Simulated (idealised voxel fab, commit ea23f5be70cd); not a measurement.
You're looking at the process module voxel self aligned contacts.
This is section cut - it's 220 nm across, gridded in 5 nm square cells.
Reading order for cross-sections: top band down to bottom band. Underlying form: a grid of square cells. Band size: one or more rows of cells. Within each band entry, the heights of the top and of the bottom of the band appear first, in that order and in nm; the materials of the band then follow from left to right, each with its corresponding width in nm. The designation "edge to edge" on a single material indicates that it fills the band from edge to edge; the designation "empty" indicates empty space. Counting heights begins at 0, where everything beneath is, in the wafer as received, one material. The lowest band has no bottom; it goes on downwards, as "0..down" shows. Graded width ("30->40"): value in top row of band = first number; value in bottom row = second number; row-to-row change constant. Take "remained unchanged" at face value: in the step it is given for, the cross-section changed in none of its cells. Empty spaces without an open route to the top, at least 8 cells in extent, make up the entry "Tabulated closed voids"; each is given as width x height at distance, where the distance is measured from the left edge, and all are in nm. If you see something after the settings on a step's line, that's the simulator's own remark about that step. The optional step-line setting "overlay nm" applies to steps with a mask and quantifies how far to the right of its planned location the mask lay, a negative value indicating leftward placement.
## Here's what the planned process steps look like
1: RECEIVE,material Si
2: CONFORMAL_DEP,material SiO2,thk nm 5
3: DIRECTIONAL_DEP,material polySi,thk nm 20
4: DIRECTIONAL_DEP,material SiN,thk nm 15
5: DIRECTIONAL_DEP,material aC,thk nm 15
6: PATTERN,tone cover,mask id GATE,material resist,width nm 20,pitch nm 65,thk nm 35,overlay nm 0
7: DIRECTIONAL_ETCH,etch materials aC,depth nm 15
8: STRIP,etch materials resist
9: DIRECTIONAL_ETCH,etch materials SiN,depth nm 15
10: DIRECTIONAL_ETCH,etch materials polySi,depth nm 20
11: STRIP,etch materials aC
12: CONFORMAL_DEP,material SiN,thk nm 5
13: DIRECTIONAL_ETCH,etch materials SiN,depth nm 5
14: FILL_DEP,material SiO2,thk nm 15
15: CMP,height nm 45
16: MASKED_ETCH,tone open,mask id CONTACT,width nm 45,etch materials SiO2,depth nm 45,overlay nm 0
17: CONFORMAL_DEP,material TiN,thk nm 5
18: FILL_DEP,material Ru,thk nm 10
19: CMP,height nm 45
20: CONFORMAL_DEP,material SiCN,thk nm 5
The plan shows the width nm of step 6 as the first wafer had it; this setting differs between the wafers, which start out alike.
## Received condition of the first of several wafers, sectioned: post-step 1
- 0..down  Si edge to edge
- Tabulated closed voids: none
## Last step of the module is step 20; after it, the first of several wafers in cross-section
- 50..45  SiCN edge to edge
- 45..40  SiO2=85  TiN=10  Ru=25  TiN=10  SiO2=90
- 40..25  SiO2=60  SiN=30  TiN=5  Ru=25  TiN=5  SiN=30  SiO2=65
- 25..5  SiO2=60  SiN=5  polySi=20  SiN=5  TiN=5  Ru=25  TiN=5  SiN=5  polySi=20  SiN=5  SiO2=65
- 5..0  SiO2=90  TiN=35  SiO2=95
- 0..down  Si edge to edge
- Tabulated closed voids: none
## Module end, final wafer: cross-section
- 50..45  SiCN edge to edge
- 45..40  SiO2=85  TiN=45  SiO2=90
- 40..25  SiO2=50  SiN=55  TiN=10  SiN=55  SiO2=50
- 25..5  SiO2=50  SiN=5  polySi=45  SiN=5  TiN=10  SiN=5  polySi=45  SiN=5  SiO2=50
- 5..0  SiO2=105  TiN=10  SiO2=105
- 0..down  Si edge to edge
- Tabulated closed voids: none
## Every row in this table is a wafer at the end of the module, and it gives, for each of the materials, the cells that wafer has gained (+) or lost (-) since it was received, then its closed voids
width nm 20 | +40 Ru | +44 SiCN | +52 SiN | +247 SiO2 | +25 TiN | +32 polySi | Tabulated closed voids: none
width nm 25 | +32 Ru | +44 SiCN | +58 SiN | +241 SiO2 | +25 TiN | +40 polySi | Tabulated closed voids: none
width nm 30 | +24 Ru | +44 SiCN | +64 SiN | +235 SiO2 | +25 TiN | +48 polySi | Tabulated closed voids: none
width nm 35 | +16 Ru | +44 SiCN | +70 SiN | +229 SiO2 | +25 TiN | +56 polySi | Tabulated closed voids: none
width nm 40 | +8 Ru | +44 SiCN | +76 SiN | +223 SiO2 | +25 TiN | +64 polySi | Tabulated closed voids: none
width nm 45 | +44 SiCN | +82 SiN | +217 SiO2 | +25 TiN | +72 polySi | Tabulated closed voids: none
